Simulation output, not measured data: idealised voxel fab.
The name of this process module is voxel lift off.
For reference, the cross-section in this document is cut, with width 300 nm and square cells of 5 nm.
Throughout this document, each cross-section is represented as a grid of square cells and is presented as a sequence of bands enumerated from the top downward, where a band comprises one or more rows of cells.
Each band's line starts with the height of the band's top and of its bottom, in nm. Then come its materials from left to right, each with its width in nm. One material with "full width" fills the band from edge to edge. "air" is empty space.
Height reference: 0 = level under which incoming wafer is all one material. Lowest band: no bottom, runs on downward, e.g. "0 -> down".
The width entry "30->40" should be interpreted row by row: the top row of cells in the band takes the first number, the bottom row takes the second number, and the change between adjacent rows is uniform throughout.
"remains unaltered" for a step: no cell of the cross-section changed in that step.
The list in "Enclosed void listing" covers empty spaces of 8 cells or more that cannot reach the top through any open way, and it gives each as width x height at distance; the distance is from the left edge, and width, height and distance are in nm.
Anything after a step's settings on that line? It's the simulator's own note about the step.
overlay nm: how far to the right of its planned place the mask lay on this masked step (negative: to the left).

**Planned step list for the process**
1 RECEIVE: material Si
2 CONFORMAL_DEP: material SiN, thk nm 10
3 PATTERN: tone open, mask id LINES, material resist, width nm 25, pitch nm 50, thk nm 20, overlay nm 0
4 DIRECTIONAL_DEP: material Ru, thk nm 10
5 STRIP: etch materials resist
6 CONFORMAL_DEP: material SiN, thk nm 5

**As received (post step 1): cross-section**
* 0 -> down = Si full width
* Enclosed void listing: none

**End-of-module XS, first of two wafers, run as planned**
* 25 -> 20 = 105 air; 35 SiN; 15 air; 35 SiN; 110 air
* 20 -> 15 = 105 air; 5 SiN; 25 Ru; 5 SiN; 15 air; 5 SiN; 25 Ru; 5 SiN; 110 air
* 15 -> 10 = 110 SiN; 25 Ru; 25 SiN; 25 Ru; 115 SiN
* 10 -> 0 = SiN full width
* 0 -> down = Si full width
* Enclosed void listing: none

**second wafer at the end: like start, like plan, one mistake**
* 25 -> 20 = 115 air; 35 SiN; 15 air; 35 SiN; 100 air
* 20 -> 15 = 115 air; 5 SiN; 25 Ru; 5 SiN; 15 air; 5 SiN; 25 Ru; 5 SiN; 100 air
* 15 -> 10 = 120 SiN; 25 Ru; 25 SiN; 25 Ru; 105 SiN
* 10 -> 0 = SiN full width
* 0 -> down = Si full width
* Enclosed void listing: none
Which mistake was made when the wafer was run? step 3 off recipe, ran as PATTERN: tone open, mask id LINES, material resist, width nm 25, pitch nm 50, thk nm 20, overlay nm 10
Comparing end states, the material composition by cell count is preserved from the first wafer to the second, while the locations of the cells are not.
